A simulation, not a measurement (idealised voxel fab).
The following process module bears the name voxel plated lines.
Square cells of 5 nm make up the cross-section cut, whose width is 265 nm.
When this document writes out a cross-section, it uses a grid of square cells and lists it as bands, beginning at the top and moving down, with a band standing for one or more rows of cells. Quick guide to a band line: top height, bottom height (nm) up front; then every material left to right with its width in nm. Only one material and it's marked "throughout"? Then it fills the band edge to edge. And "empty" just means empty space. We count height from 0. Below that, the starting wafer is all one material. The lowest band never ends at the bottom but goes on down; see "z 0 and below" for how that is written. It should be noted that a width expressed as "30..40" varies in equal increments from row to row of cells within the band, taking the value of the first number at the top row and that of the second number at the bottom row. Where the words "everything unchanged" appear for a step, the cross-section shows no cell changed by that step; every cell remained as before. In the "Closed void register" entry, you get each enclosed empty space of 8 cells or more, one with no open way to the top, written width x height at distance, distance from the left edge, in nm. Step line, after settings: the simulator's comment on this step. overlay nm, on a step with a mask: how far to the right of its planned place the mask lay; to the left if negative.

# These are the steps we planned for the process
| 1 | RECEIVE (material Si) |
| 2 | CONFORMAL_DEP (material SiO2; thk nm 5) |
| 3 | DIRECTIONAL_DEP (material TiN; thk nm 5) |
| 4 | PATTERN (tone open; mask id LINES; material resist; width nm 30; pitch nm 60; thk nm 30; overlay nm 0) |
| 5 | EPI (material Ru; thk nm 10) |
| 6 | EPI (material Ru; thk nm 10) |
| 7 | STRIP (etch materials resist) |
| 8 | DIRECTIONAL_ETCH (etch materials TiN; depth nm 5) |
| 9 | CONFORMAL_DEP (material SiO2; thk nm 10) |

# As received (post step 1): cross-section
z 0 and below  Si throughout
Closed void register: none

# The cross-section shown corresponds to the wafer at the conclusion of the module. The initial structure and the process plan are those presented above; however, one mistake occurred in executing the plan
z 40 to 30  empty (65)  SiO2 (130)  empty (70)
z 30 to 20  SiO2 (75)  Ru (50)  SiO2 (10)  Ru (50)  SiO2 (80)
z 20 to 10  Ru throughout
z 10 to 5  TiN throughout
z 5 to 0  SiO2 throughout
z 0 and below  Si throughout
Closed void register: none
It is concluded that the wafer was processed incorrectly with respect to the plan, in that steps 6 and 7 were swapped
